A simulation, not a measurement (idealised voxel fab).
The process module presented herein is designated voxel wiring stack.
260 nm wide, 5 nm square cells: that's cross-section cut.
Just so we're on the same page, the cross-sections are grids of square cells, and they're listed out in bands top to bottom, each band one or more rows deep. Top, bottom (nm), then materials left to right with widths (nm); lone material tagged "everywhere" fills the whole band edge to edge; "blank" = empty space. We count height from 0. Below that, the starting wafer is all one material. The lowest band never ends at the bottom but goes on down; see "top 0, no bottom" for how that is written. You'd read "30->40" like this: the band's top row of cells is as wide as the first number, its bottom row is as wide as the second, and going down, every row changes width by the same amount as the row before did. Given "identical to before" for a step, no cell of the cross-section differs between before and after that step. Reported under the label "Closed void catalog" are the empty spaces having no open way to the top and comprising 8 cells or more; the notation for each is width x height at distance, in which the distance is measured from the left edge and all three values are in nm. Note: text after step settings on the step line = simulator remark on that step. overlay nm: step with mask; distance mask lay right of planned place; negative value = left of planned place.

-- The planned process steps are enumerated hereunder
1 RECEIVE [material Si]
2 CONFORMAL_DEP [material SiO2] [thk nm 15]
3 CONFORMAL_DEP [material SiCN] [thk nm 5]
4 DIRECTIONAL_DEP [material lowk] [thk nm 20]
5 MASKED_ETCH [tone open] [mask id METAL_1] [width nm 25] [pitch nm 50] [etch materials lowk] [depth nm 20] [overlay nm 0]
6 MASKED_ETCH [tone open] [mask id METAL_1] [width nm 25] [pitch nm 50] [etch materials SiCN] [depth nm 5] [overlay nm 0]
7 CONFORMAL_DEP [material TiN] [thk nm 5]
8 FILL_DEP [material Cu] [thk nm 10]
9 CMP [height nm 40]
10 CONFORMAL_DEP [material SiCN] [thk nm 5]
11 DIRECTIONAL_DEP [material lowk] [thk nm 15]
12 MASKED_ETCH [tone open] [mask id PLUG_1] [width nm 15] [pitch nm 100] [etch materials lowk] [depth nm 15] [overlay nm 0]
13 MASKED_ETCH [tone open] [mask id PLUG_1] [width nm 15] [pitch nm 100] [etch materials SiCN] [depth nm 5] [overlay nm 0]
14 EPI [material Ru] [thk nm 10]
15 EPI [material Ru] [thk nm 10]
16 CONFORMAL_DEP [material SiCN] [thk nm 5]
17 DIRECTIONAL_DEP [material SiO2] [thk nm 25]
18 DIRECTIONAL_DEP [material aC] [thk nm 15]
19 PATTERN [tone open] [mask id METAL_2] [material resist] [width nm 25] [pitch nm 50] [thk nm 30] [overlay nm 0]
20 DIRECTIONAL_ETCH [etch materials aC] [depth nm 15]
21 STRIP [etch materials resist]
22 DIRECTIONAL_ETCH [etch materials SiO2] [depth nm 25]
23 DIRECTIONAL_ETCH [etch materials SiCN] [depth nm 5]
24 STRIP [etch materials aC]
25 CONFORMAL_DEP [material TiN] [thk nm 5]
26 FILL_DEP [material Cu] [thk nm 5]
27 CMP [height nm 90]
28 CONFORMAL_DEP [material SiCN] [thk nm 5]
29 DIRECTIONAL_DEP [material SiO2] [thk nm 15]
30 DIRECTIONAL_DEP [material aC] [thk nm 15]
31 PATTERN [tone open] [mask id PLUG_2] [material resist] [width nm 15] [pitch nm 50] [thk nm 30] [overlay nm 0]
32 DIRECTIONAL_ETCH [etch materials aC] [depth nm 15]
33 STRIP [etch materials resist]
34 DIRECTIONAL_ETCH [etch materials SiO2] [depth nm 15]
35 DIRECTIONAL_ETCH [etch materials SiCN] [depth nm 5]
36 STRIP [etch materials aC]
37 CONFORMAL_DEP [material TiN] [thk nm 5]
38 FILL_DEP [material Cu] [thk nm 10]
39 CMP [height nm 110]
40 DIRECTIONAL_DEP [material TiN] [thk nm 5]
41 DIRECTIONAL_DEP [material Ru] [thk nm 20]
42 PATTERN [tone cover] [mask id METAL_3] [material resist] [width nm 25] [pitch nm 50] [thk nm 15] [overlay nm 0]
43 DIRECTIONAL_ETCH [etch materials Ru] [depth nm 20]
44 DIRECTIONAL_ETCH [etch materials TiN] [depth nm 5]
45 STRIP [etch materials resist]
46 FILL_DEP [material lowk] [thk nm 5]
47 CMP [height nm 135]
48 CONFORMAL_DEP [material SiCN] [thk nm 5]
49 DIRECTIONAL_DEP [material lowk] [thk nm 20]
50 MASKED_ETCH [tone open] [mask id PLUG_3] [width nm 15] [pitch nm 50] [etch materials lowk] [depth nm 20] [overlay nm 0]
51 MASKED_ETCH [tone open] [mask id PLUG_3] [width nm 15] [pitch nm 50] [etch materials SiCN] [depth nm 5] [overlay nm 0]
52 EPI [material Ru] [thk nm 10]
53 EPI [material Ru] [thk nm 10]
54 EPI [material Ru] [thk nm 5]
55 CONFORMAL_DEP [material SiCN] [thk nm 5]
56 DIRECTIONAL_DEP [material lowk] [thk nm 15]
57 PATTERN [tone open] [mask id METAL_4] [material resist] [width nm 25] [pitch nm 50] [thk nm 15] [overlay nm 0]
58 DIRECTIONAL_ETCH [etch materials lowk] [depth nm 15]
59 DIRECTIONAL_ETCH [etch materials SiCN] [depth nm 5]
60 STRIP [etch materials resist]
61 CONFORMAL_DEP [material TiN] [thk nm 5]
62 FILL_DEP [material Ru] [thk nm 5]
63 CMP [height nm 180]
64 CONFORMAL_DEP [material SiCN] [thk nm 5]

-- Incoming wafer, cross-sectional view, post step 1
  top 0, no bottom | Si everywhere
  Closed void catalog: none

-- Looking at the first of two wafers in cross-section at end of module - ran to plan
  top 185, bottom 180 | SiCN everywhere
  top 180, bottom 165 | lowk=40 | TiN=5 | Ru=15 | TiN=5 | lowk=25 | TiN=5 | Ru=15 | TiN=5 | lowk=25 | TiN=5 | Ru=15 | TiN=5 | lowk=25 | TiN=5 | Ru=15 | TiN=5 | lowk=45
  top 165, bottom 160 | SiCN=40 | TiN=25 | SiCN=25 | TiN=25 | SiCN=25 | TiN=25 | SiCN=25 | TiN=25 | SiCN=45
  top 160, bottom 140 | lowk=40 | Ru=15 | lowk=35 | Ru=15 | lowk=35 | Ru=15 | lowk=35 | Ru=15 | lowk=55
  top 140, bottom 135 | SiCN=40 | Ru=15 | SiCN=35 | Ru=15 | SiCN=35 | Ru=15 | SiCN=35 | Ru=15 | SiCN=55
  top 135, bottom 115 | lowk=40 | Ru=25 | lowk=25 | Ru=25 | lowk=25 | Ru=25 | lowk=25 | Ru=25 | lowk=45
  top 115, bottom 110 | lowk=40 | TiN=25 | lowk=25 | TiN=25 | lowk=25 | TiN=25 | lowk=25 | TiN=25 | lowk=45
  top 110, bottom 95 | SiO2=40 | TiN=5 | Cu=5 | TiN=5 | SiO2=35 | TiN=5 | Cu=5 | TiN=5 | SiO2=35 | TiN=5 | Cu=5 | TiN=5 | SiO2=35 | TiN=5 | Cu=5 | TiN=5 | SiO2=55
  top 95, bottom 90 | SiCN=40 | TiN=15 | SiCN=35 | TiN=15 | SiCN=35 | TiN=15 | SiCN=35 | TiN=15 | SiCN=55
  top 90, bottom 65 | SiO2=40 | TiN=5 | Cu=15 | TiN=5 | SiO2=25 | TiN=5 | Cu=15 | TiN=5 | SiO2=25 | TiN=5 | Cu=15 | TiN=5 | SiO2=25 | TiN=5 | Cu=15 | TiN=5 | SiO2=45
  top 65, bottom 60 | SiCN=40 | TiN=25 | SiCN=25 | TiN=25 | SiCN=25 | TiN=25 | SiCN=25 | TiN=25 | SiCN=45
  top 60, bottom 45 | lowk=40 | Ru=15 | lowk=85 | Ru=15 | lowk=105
  top 45, bottom 40 | SiCN=40 | Ru=15 | SiCN=85 | Ru=15 | SiCN=105
  top 40, bottom 20 | lowk=40 | TiN=5 | Cu=15 | TiN=5 | lowk=25 | TiN=5 | Cu=15 | TiN=5 | lowk=25 | TiN=5 | Cu=15 | TiN=5 | lowk=25 | TiN=5 | Cu=15 | TiN=5 | lowk=45
  top 20, bottom 15 | SiCN=40 | TiN=25 | SiCN=25 | TiN=25 | SiCN=25 | TiN=25 | SiCN=25 | TiN=25 | SiCN=45
  top 15, bottom 0 | SiO2 everywhere
  top 0, no bottom | Si everywhere
  Closed void catalog: none

-- Cross-sectional view of the second of two wafers upon completion of the module. This wafer shared its starting condition and process plan with the first; one error was made during its execution
  top 185, bottom 180 | SiCN everywhere
  top 180, bottom 165 | lowk=40 | TiN=5 | Ru=15 | TiN=5 | lowk=25 | TiN=5 | Ru=15 | TiN=5 | lowk=25 | TiN=5 | Ru=15 | TiN=5 | lowk=25 | TiN=5 | Ru=15 | TiN=5 | lowk=45
  top 165, bottom 160 | SiCN=40 | TiN=25 | SiCN=25 | TiN=25 | SiCN=25 | TiN=25 | SiCN=25 | TiN=25 | SiCN=45
  top 160, bottom 140 | lowk=40 | Ru=15 | lowk=35 | Ru=15 | lowk=35 | Ru=15 | lowk=35 | Ru=15 | lowk=55
  top 140, bottom 135 | SiCN=40 | Ru=15 | SiCN=35 | Ru=15 | SiCN=35 | Ru=15 | SiCN=35 | Ru=15 | SiCN=55
  top 135, bottom 115 | lowk=45 | Ru=25 | lowk=25 | Ru=25 | lowk=25 | Ru=25 | lowk=25 | Ru=25 | lowk=40
  top 115, bottom 110 | lowk=45 | TiN=25 | lowk=25 | TiN=25 | lowk=25 | TiN=25 | lowk=25 | TiN=25 | lowk=40
  top 110, bottom 95 | SiO2=40 | TiN=5 | Cu=5 | TiN=5 | SiO2=35 | TiN=5 | Cu=5 | TiN=5 | SiO2=35 | TiN=5 | Cu=5 | TiN=5 | SiO2=35 | TiN=5 | Cu=5 | TiN=5 | SiO2=55
  top 95, bottom 90 | SiCN=40 | TiN=15 | SiCN=35 | TiN=15 | SiCN=35 | TiN=15 | SiCN=35 | TiN=15 | SiCN=55
  top 90, bottom 65 | SiO2=40 | TiN=5 | Cu=15 | TiN=5 | SiO2=25 | TiN=5 | Cu=15 | TiN=5 | SiO2=25 | TiN=5 | Cu=15 | TiN=5 | SiO2=25 | TiN=5 | Cu=15 | TiN=5 | SiO2=45
  top 65, bottom 60 | SiCN=40 | TiN=25 | SiCN=25 | TiN=25 | SiCN=25 | TiN=25 | SiCN=25 | TiN=25 | SiCN=45
  top 60, bottom 45 | lowk=40 | Ru=15 | lowk=85 | Ru=15 | lowk=105
  top 45, bottom 40 | SiCN=40 | Ru=15 | SiCN=85 | Ru=15 | SiCN=105
  top 40, bottom 20 | lowk=40 | TiN=5 | Cu=15 | TiN=5 | lowk=25 | TiN=5 | Cu=15 | TiN=5 | lowk=25 | TiN=5 | Cu=15 | TiN=5 | lowk=25 | TiN=5 | Cu=15 | TiN=5 | lowk=45
  top 20, bottom 15 | SiCN=40 | TiN=25 | SiCN=25 | TiN=25 | SiCN=25 | TiN=25 | SiCN=25 | TiN=25 | SiCN=45
  top 15, bottom 0 | SiO2 everywhere
  top 0, no bottom | Si everywhere
  Closed void catalog: none
Plan not followed: step 42 off recipe, ran as PATTERN [tone cover] [mask id METAL_3] [material resist] [width nm 25] [pitch nm 50] [thk nm 15] [overlay nm 5]
So at the finish, the second wafer's got exactly as many cells of each material as the first, just not in the same spots.
